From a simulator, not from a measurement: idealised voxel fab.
This is a process module. Its name is voxel self aligned vias.
Section cut is 295 nm wide and gridded with 5 nm square cells.
How to read a cross-section here: the picture is a grid of square cells, written as bands going from the top down, and any band can span one or more rows of cells.
First you get the band's top height and its bottom height, in nm, and then the materials it's made of, left to right, with each width in nm. If you see a single material with "all across", that one covers the band edge to edge. "blank" is empty space.
For the purposes of this specification, 0 denotes the height below which the wafer in its as-received condition is composed wholly of one material, and the lowermost band, lacking a lower limit, extends downward without end, as expressed in "z 0 and below".
It should be noted that a width expressed as "30 to 40" varies in equal increments from row to row of cells within the band, taking the value of the first number at the top row and that of the second number at the bottom row.
Where the words "no change occurred" appear for a step, the cross-section shows no cell changed by that step; every cell remained as before.
This entry, "Sealed void inventory", enumerates those empty regions of no fewer than 8 cells that possess no open connection to the top. Each region is reported in the form width x height at distance, the distance being taken from the left edge, with all three quantities expressed in nm.
Post-settings text on a step line: simulator's own remark regarding the step.
You can add "overlay nm" to a step's line. For a step with a mask, it describes how far the mask lay to the right of its planned position, and a negative number describes a lay to the left.

**Process steps - plan**
1,RECEIVE,material Si
2,CONFORMAL_DEP,material SiO2,thk nm 15
3,CONFORMAL_DEP,material SiCN,thk nm 5
4,DIRECTIONAL_DEP,material lowk,thk nm 25
5,DIRECTIONAL_DEP,material aC,thk nm 15
6,PATTERN,tone open,mask id LINES,material resist,width nm 25,pitch nm 60,thk nm 30,overlay nm 0
7,DIRECTIONAL_ETCH,etch materials aC,depth nm 15
8,STRIP,etch materials resist
9,DIRECTIONAL_ETCH,etch materials lowk,depth nm 25
10,STRIP,etch materials aC
11,CONFORMAL_DEP,material TiN,thk nm 5
12,FILL_DEP,material Ru,thk nm 10
13,CMP,height nm 45
14,SELECTIVE_ETCH,etch materials W Ru TiN,depth nm 5
15,FILL_DEP,material SiN,thk nm 5
16,CMP,height nm 45
17,DIRECTIONAL_DEP,material lowk,thk nm 15
18,PATTERN,tone open,mask id VIAS,material resist,width nm 45,pitch nm 60,thk nm 15,overlay nm 0
19,DIRECTIONAL_ETCH,etch materials lowk,depth nm 15
20,DIRECTIONAL_ETCH,etch materials SiN,depth nm 5
21,STRIP,etch materials resist
22,CONFORMAL_DEP,material TiN,thk nm 5
23,FILL_DEP,material Ru,thk nm 10
24,CMP,height nm 60
25,CONFORMAL_DEP,material SiN,thk nm 5

**Wafer cross-section on receipt, i.e. after step 1**
  z 0 and below: Si all across
  Sealed void inventory: none

**first wafer at the end, as planned**
  z 65 to 60: SiN all across
  z 60 to 50: 65 nm lowk / 5 nm TiN / 35 nm Ru / 5 nm TiN / 15 nm lowk / 5 nm TiN / 35 nm Ru / 5 nm TiN / 15 nm lowk / 5 nm TiN / 35 nm Ru / 5 nm TiN / 65 nm lowk
  z 50 to 45: 65 nm lowk / 15 nm TiN / 15 nm Ru / 15 nm TiN / 15 nm lowk / 15 nm TiN / 15 nm Ru / 15 nm TiN / 15 nm lowk / 15 nm TiN / 15 nm Ru / 15 nm TiN / 65 nm lowk
  z 45 to 40: 75 nm lowk / 25 nm TiN / 35 nm lowk / 25 nm TiN / 35 nm lowk / 25 nm TiN / 75 nm lowk
  z 40 to 25: 75 nm lowk / 5 nm TiN / 15 nm Ru / 5 nm TiN / 35 nm lowk / 5 nm TiN / 15 nm Ru / 5 nm TiN / 35 nm lowk / 5 nm TiN / 15 nm Ru / 5 nm TiN / 75 nm lowk
  z 25 to 20: 75 nm lowk / 25 nm TiN / 35 nm lowk / 25 nm TiN / 35 nm lowk / 25 nm TiN / 75 nm lowk
  z 20 to 15: SiCN all across
  z 15 to 0: SiO2 all across
  z 0 and below: Si all across
  Sealed void inventory: none

**End of module, second wafer, cross-section. Started like the first, planned like the first, run with one mistake**
  z 65 to 60: SiN all across
  z 60 to 50: 65 nm lowk / 5 nm TiN / 35 nm Ru / 5 nm TiN / 15 nm lowk / 5 nm TiN / 35 nm Ru / 5 nm TiN / 15 nm lowk / 5 nm TiN / 35 nm Ru / 5 nm TiN / 65 nm lowk
  z 50 to 45: 65 nm lowk / 20 nm TiN / 5 nm Ru / 20 nm TiN / 15 nm lowk / 20 nm TiN / 5 nm Ru / 20 nm TiN / 15 nm lowk / 20 nm TiN / 5 nm Ru / 20 nm TiN / 65 nm lowk
  z 45 to 40: 80 nm lowk / 15 nm TiN / 45 nm lowk / 15 nm TiN / 45 nm lowk / 15 nm TiN / 80 nm lowk
  z 40 to 25: 80 nm lowk / 5 nm TiN / 5 nm Ru / 5 nm TiN / 45 nm lowk / 5 nm TiN / 5 nm Ru / 5 nm TiN / 45 nm lowk / 5 nm TiN / 5 nm Ru / 5 nm TiN / 80 nm lowk
  z 25 to 20: 80 nm lowk / 15 nm TiN / 45 nm lowk / 15 nm TiN / 45 nm lowk / 15 nm TiN / 80 nm lowk
  z 20 to 15: SiCN all across
  z 15 to 0: SiO2 all across
  z 0 and below: Si all across
  Sealed void inventory: none
Misprocessing identified: step 6 was not run as planned; what actually ran was PATTERN,tone open,mask id LINES,material resist,width nm 15,pitch nm 60,thk nm 30,overlay nm 0
at the end the second wafer has, in cells: Ru: 24 fewer; TiN: 6 fewer; lowk: 30 more
